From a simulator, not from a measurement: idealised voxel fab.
The document below concerns the process module designated voxel wiring stack.
Cross-sectional view cut (width: 245 nm; square cell size: 5 nm).
Bands, listed from the top down, are how a cross-section gets written in this document; the cross-section itself is a grid of square cells, and a band is one or more rows of them. For a band, the entry starts with two heights in nm, that of the top and then that of the bottom, and carries on with the band's materials in order from left to right, each alongside its width in nm; the word "edge to edge" beside a single material means it fills the band edge to edge, and "air" means empty space. Beneath 0, the wafer as received is one material, and that level is where height counting begins. The lowest band goes on downward without a bottom; it is written like "z 0 and below". You'd read "30..40" like this: the band's top row of cells is as wide as the first number, its bottom row is as wide as the second, and going down, every row changes width by the same amount as the row before did. What does "remained unchanged" mean for a step? It means no cell of the cross-section changed in that step. Reported under the label "Closed internal cavities" are the empty spaces having no open way to the top and comprising 8 cells or more; the notation for each is width x height at distance, in which the distance is measured from the left edge and all three values are in nm. It should be noted that, on the line of a given step, the content following the step's settings is a remark produced by the simulator itself with respect to that step. For masked steps, "overlay nm" on the step line gives how far right of plan the mask actually lay; a minus sign means it lay to the left. Note on reading: below, each pair holds a cross-section from before one process step and one from after it; the one from after shows only down to the lowest band that changed. Beneath the pair, the step in between is stated along with its settings. The pairs can stem from different runs of this module on the same starting wafer. Where a pair's entry headed "Pre-step condition" says so, and only there, that pair continues from the pair above it.
PRE-STEP CONDITION
* z 95 to 85 = 45 nm air  15 nm aC  105 nm air  15 nm aC  65 nm air
* z 85 to 70 = 60 nm SiO2  15 nm air  30 nm SiO2  30 nm air  45 nm SiO2  15 nm air  50 nm SiO2
* z 70 to 65 = SiCN edge to edge
* z 65 to 55 = 45 nm lowk  5 nm TiN  20 nm Cu  5 nm TiN  30 nm lowk  5 nm TiN  20 nm Cu  5 nm TiN  30 nm lowk  5 nm TiN  20 nm Cu  5 nm TiN  50 nm lowk
* z 55 to 50 = 45 nm lowk  5 nm TiN  5 nm Cu  20 nm TiN  30 nm lowk  30 nm TiN  30 nm lowk  5 nm TiN  5 nm Cu  20 nm TiN  50 nm lowk
* z 50 to 40 = 45 nm lowk  5 nm TiN  5 nm Cu  5 nm TiN  105 nm lowk  5 nm TiN  5 nm Cu  5 nm TiN  65 nm lowk
* z 40 to 35 = 45 nm SiCN  15 nm TiN  105 nm SiCN  15 nm TiN  65 nm SiCN
* z 35 to 20 = 40 nm SiO2  5 nm SiCN  30 nm Ru  5 nm SiCN  20 nm SiO2  5 nm SiCN  30 nm Ru  5 nm SiCN  20 nm SiO2  5 nm SiCN  30 nm Ru  5 nm SiCN  45 nm SiO2
* z 20 to 15 = 45 nm SiCN  30 nm TiN  30 nm SiCN  30 nm TiN  30 nm SiCN  30 nm TiN  50 nm SiCN
* z 15 to 0 = SiO2 edge to edge
* z 0 and below = Si edge to edge
* Closed internal cavities: none
CUT VIEW, POST-STEP
* z 95 to 85 = 45 nm air  15 nm aC  105 nm air  15 nm aC  65 nm air
* z 85 to 70 = 60 nm SiO2  15 nm air  30 nm SiO2  30 nm air  45 nm SiO2  15 nm air  50 nm SiO2
* z 70 to 65 = 60 nm SiCN  15 nm air  30 nm SiCN  30 nm air  45 nm SiCN  15 nm air  50 nm SiCN
* At heights below 65, the structure remains unaltered.
* Closed internal cavities: none
The structure shown above changes from one cross-section to the other through op DIRECTIONAL_ETCH | etch materials SiCN | depth nm 5
Pre-step condition: equal to the after panel directly above.
CUT VIEW, POST-STEP
* z 85 to 70 = 60 nm SiO2  15 nm air  30 nm SiO2  30 nm air  45 nm SiO2  15 nm air  50 nm SiO2
* At heights below 70, the structure remains unaltered.
* Closed internal cavities: none
The structure shown above changes from one cross-section to the other through op STRIP | etch materials aC
Pre-step condition: equal to the after panel directly above.
CUT VIEW, POST-STEP
* z 90 to 85 = 65 nm TiN  5 nm air  40 nm TiN  20 nm air  55 nm TiN  5 nm air  55 nm TiN
* z 85 to 70 = 60 nm SiO2  5 nm TiN  5 nm air  5 nm TiN  30 nm SiO2  5 nm TiN  20 nm air  5 nm TiN  45 nm SiO2  5 nm TiN  5 nm air  5 nm TiN  50 nm SiO2
* z 70 to 65 = 60 nm SiCN  15 nm TiN  30 nm SiCN  30 nm TiN  45 nm SiCN  15 nm TiN  50 nm SiCN
* At heights below 65, the structure remains unaltered.
* Closed internal cavities: none
The structure shown above changes from one cross-section to the other through op CONFORMAL_DEP | material TiN | thk nm 5
Pre-step condition: equal to the after panel directly above.
CUT VIEW, POST-STEP
* z 100 to 90 = Cu edge to edge
* z 90 to 85 = 65 nm TiN  5 nm Cu  40 nm TiN  20 nm Cu  55 nm TiN  5 nm Cu  55 nm TiN
* z 85 to 70 = 60 nm SiO2  5 nm TiN  5 nm Cu  5 nm TiN  30 nm SiO2  5 nm TiN  20 nm Cu  5 nm TiN  45 nm SiO2  5 nm TiN  5 nm Cu  5 nm TiN  50 nm SiO2
* At heights below 70, the structure remains unaltered.
* Closed internal cavities: none
The structure shown above changes from one cross-section to the other through op FILL_DEP | material Cu | thk nm 10
Pre-step condition: equal to the after panel directly above.
CUT VIEW, POST-STEP
* z 105 to 100 = SiCN edge to edge
* At heights below 100, the structure remains unaltered.
* Closed internal cavities: none
The structure shown above changes from one cross-section to the other through op CONFORMAL_DEP | material SiCN | thk nm 5
Pre-step condition: equal to the after panel directly above.
CUT VIEW, POST-STEP
* z 115 to 105 = lowk edge to edge
* At heights below 105, the structure remains unaltered.
* Closed internal cavities: none
The structure shown above changes from one cross-section to the other through op DIRECTIONAL_DEP | material lowk | thk nm 10
Pre-step condition: equal to the after panel directly above.
CUT VIEW, POST-STEP
* z 115 to 105 = 45 nm lowk  15 nm air  45 nm lowk  15 nm air  45 nm lowk  15 nm air  65 nm lowk
* At heights below 105, the structure remains unaltered.
* Closed internal cavities: none
The structure shown above changes from one cross-section to the other through op MASKED_ETCH | tone open | mask id PLUG_3 | width nm 15 | pitch nm 60 | etch materials lowk | depth nm 10 | overlay nm 0
Pre-step condition: equal to the after panel directly above.
CUT VIEW, POST-STEP
* z 115 to 105 = 45 nm lowk  15 nm air  45 nm lowk  15 nm air  45 nm lowk  15 nm air  65 nm lowk
* z 105 to 100 = 45 nm SiCN  15 nm air  45 nm SiCN  15 nm air  45 nm SiCN  15 nm air  65 nm SiCN
* At heights below 100, the structure remains unaltered.
* Closed internal cavities: none
The structure shown above changes from one cross-section to the other through op MASKED_ETCH | tone open | mask id PLUG_3 | width nm 15 | pitch nm 60 | etch materials SiCN | depth nm 5 | overlay nm 0
Pre-step condition: equal to the after panel directly above.
CUT VIEW, POST-STEP
* z 120 to 115 = 50 nm TiN  5 nm air  55 nm TiN  5 nm air  55 nm TiN  5 nm air  70 nm TiN
* z 115 to 105 = 45 nm lowk  5 nm TiN  5 nm air  5 nm TiN  45 nm lowk  5 nm TiN  5 nm air  5 nm TiN  45 nm lowk  5 nm TiN  5 nm air  5 nm TiN  65 nm lowk
* z 105 to 100 = 45 nm SiCN  15 nm TiN  45 nm SiCN  15 nm TiN  45 nm SiCN  15 nm TiN  65 nm SiCN
* At heights below 100, the structure remains unaltered.
* Closed internal cavities: none
The structure shown above changes from one cross-section to the other through op CONFORMAL_DEP | material TiN | thk nm 5
Pre-step condition: equal to the after panel directly above.
CUT VIEW, POST-STEP
* z 125 to 120 = Cu edge to edge
* z 120 to 115 = 50 nm TiN  5 nm Cu  55 nm TiN  5 nm Cu  55 nm TiN  5 nm Cu  70 nm TiN
* z 115 to 105 = 45 nm lowk  5 nm TiN  5 nm Cu  5 nm TiN  45 nm lowk  5 nm TiN  5 nm Cu  5 nm TiN  45 nm lowk  5 nm TiN  5 nm Cu  5 nm TiN  65 nm lowk
* At heights below 105, the structure remains unaltered.
* Closed internal cavities: none
The structure shown above changes from one cross-section to the other through op FILL_DEP | material Cu | thk nm 5
Pre-step condition: equal to the after panel directly above.
CUT VIEW, POST-STEP
* z 115 to 105 = 45 nm lowk  5 nm TiN  5 nm Cu  5 nm TiN  45 nm lowk  5 nm TiN  5 nm Cu  5 nm TiN  45 nm lowk  5 nm TiN  5 nm Cu  5 nm TiN  65 nm lowk
* At heights below 105, the structure remains unaltered.
* Closed internal cavities: none
The structure shown above changes from one cross-section to the other through op CMP | height nm 115
Pre-step condition: equal to the after panel directly above.
CUT VIEW, POST-STEP
* z 120 to 115 = SiN edge to edge
* At heights below 115, the structure remains unaltered.
* Closed internal cavities: none
The structure shown above changes from one cross-section to the other through op CONFORMAL_DEP | material SiN | thk nm 5
Pre-step condition: equal to the after panel directly above.
CUT VIEW, POST-STEP
* z 145 to 120 = SiO2 edge to edge
* At heights below 120, the structure remains unaltered.
* Closed internal cavities: none
The structure shown above changes from one cross-section to the other through op DIRECTIONAL_DEP | material SiO2 | thk nm 25
Pre-step condition: equal to the after panel directly above.
CUT VIEW, POST-STEP
* z 160 to 145 = 45 nm resist  30 nm air  30 nm resist  30 nm air  30 nm resist  30 nm air  50 nm resist
* At heights below 145, the structure remains unaltered.
* Closed internal cavities: none
The structure shown above changes from one cross-section to the other through op PATTERN | tone open | mask id METAL_4 | material resist | width nm 30 | pitch nm 60 | thk nm 15 | overlay nm 0
Pre-step condition: equal to the after panel directly above.
CUT VIEW, POST-STEP
* z 160 to 145 = 45 nm resist  30 nm air  30 nm resist  30 nm air  30 nm resist  30 nm air  50 nm resist
* z 145 to 120 = 45 nm SiO2  30 nm air  30 nm SiO2  30 nm air  30 nm SiO2  30 nm air  50 nm SiO2
* At heights below 120, the structure remains unaltered.
* Closed internal cavities: none
The structure shown above changes from one cross-section to the other through op DIRECTIONAL_ETCH | etch materials SiO2 | depth nm 25
Pre-step condition: equal to the after panel directly above.
CUT VIEW, POST-STEP
* z 160 to 145 = 45 nm resist  30 nm air  30 nm resist  30 nm air  30 nm resist  30 nm air  50 nm resist
* z 145 to 120 = 45 nm SiO2  30 nm air  30 nm SiO2  30 nm air  30 nm SiO2  30 nm air  50 nm SiO2
* z 120 to 115 = 45 nm SiN  30 nm air  30 nm SiN  30 nm air  30 nm SiN  30 nm air  50 nm SiN
* At heights below 115, the structure remains unaltered.
* Closed internal cavities: none
The structure shown above changes from one cross-section to the other through op DIRECTIONAL_ETCH | etch materials SiN | depth nm 5
Pre-step condition: equal to the after panel directly above.
CUT VIEW, POST-STEP
* z 145 to 120 = 45 nm SiO2  30 nm air  30 nm SiO2  30 nm air  30 nm SiO2  30 nm air  50 nm SiO2
* At heights below 120, the structure remains unaltered.
* Closed internal cavities: none
The structure shown above changes from one cross-section to the other through op STRIP | etch materials resist
Pre-step condition: equal to the after panel directly above.
CUT VIEW, POST-STEP
* z 150 to 145 = 50 nm TiN  20 nm air  40 nm TiN  20 nm air  40 nm TiN  20 nm air  55 nm TiN
* z 145 to 120 = 45 nm SiO2  5 nm TiN  20 nm air  5 nm TiN  30 nm SiO2  5 nm TiN  20 nm air  5 nm TiN  30 nm SiO2  5 nm TiN  20 nm air  5 nm TiN  50 nm SiO2
* z 120 to 115 = 45 nm SiN  30 nm TiN  30 nm SiN  30 nm TiN  30 nm SiN  30 nm TiN  50 nm SiN
* At heights below 115, the structure remains unaltered.
* Closed internal cavities: none
The structure shown above changes from one cross-section to the other through op CONFORMAL_DEP | material TiN | thk nm 5
Pre-step condition: equal to the after panel directly above.
CUT VIEW, POST-STEP
* z 160 to 150 = W edge to edge
* z 150 to 145 = 50 nm TiN  20 nm W  40 nm TiN  20 nm W  40 nm TiN  20 nm W  55 nm TiN
* z 145 to 120 = 45 nm SiO2  5 nm TiN  20 nm W  5 nm TiN  30 nm SiO2  5 nm TiN  20 nm W  5 nm TiN  30 nm SiO2  5 nm TiN  20 nm W  5 nm TiN  50 nm SiO2
* At heights below 120, the structure remains unaltered.
* Closed internal cavities: none
The structure shown above changes from one cross-section to the other through op FILL_DEP | material W | thk nm 10
Pre-step condition: equal to the after panel directly above.
CUT VIEW, POST-STEP
* z 145 to 120 = 45 nm SiO2  5 nm TiN  20 nm W  5 nm TiN  30 nm SiO2  5 nm TiN  20 nm W  5 nm TiN  30 nm SiO2  5 nm TiN  20 nm W  5 nm TiN  50 nm SiO2
* At heights below 120, the structure remains unaltered.
* Closed internal cavities: none
The structure shown above changes from one cross-section to the other through op CMP | height nm 145
Pre-step condition: equal to the after panel directly above.
CUT VIEW, POST-STEP
* z 150 to 145 = 40 nm air  40 nm Ru  20 nm air  40 nm Ru  20 nm air  40 nm Ru  45 nm air
* At heights below 145, the structure remains unaltered.
* Closed internal cavities: none
The structure shown above changes from one cross-section to the other through op EPI | material Ru | thk nm 5
Pre-step condition: equal to the after panel directly above.
CUT VIEW, POST-STEP
* z 155 to 150 = SiCN edge to edge
* z 150 to 145 = 40 nm SiCN  40 nm Ru  20 nm SiCN  40 nm Ru  20 nm SiCN  40 nm Ru  45 nm SiCN
* At heights below 145, the structure remains unaltered.
* Closed internal cavities: none
The structure shown above changes from one cross-section to the other through op FILL_DEP | material SiCN | thk nm 5
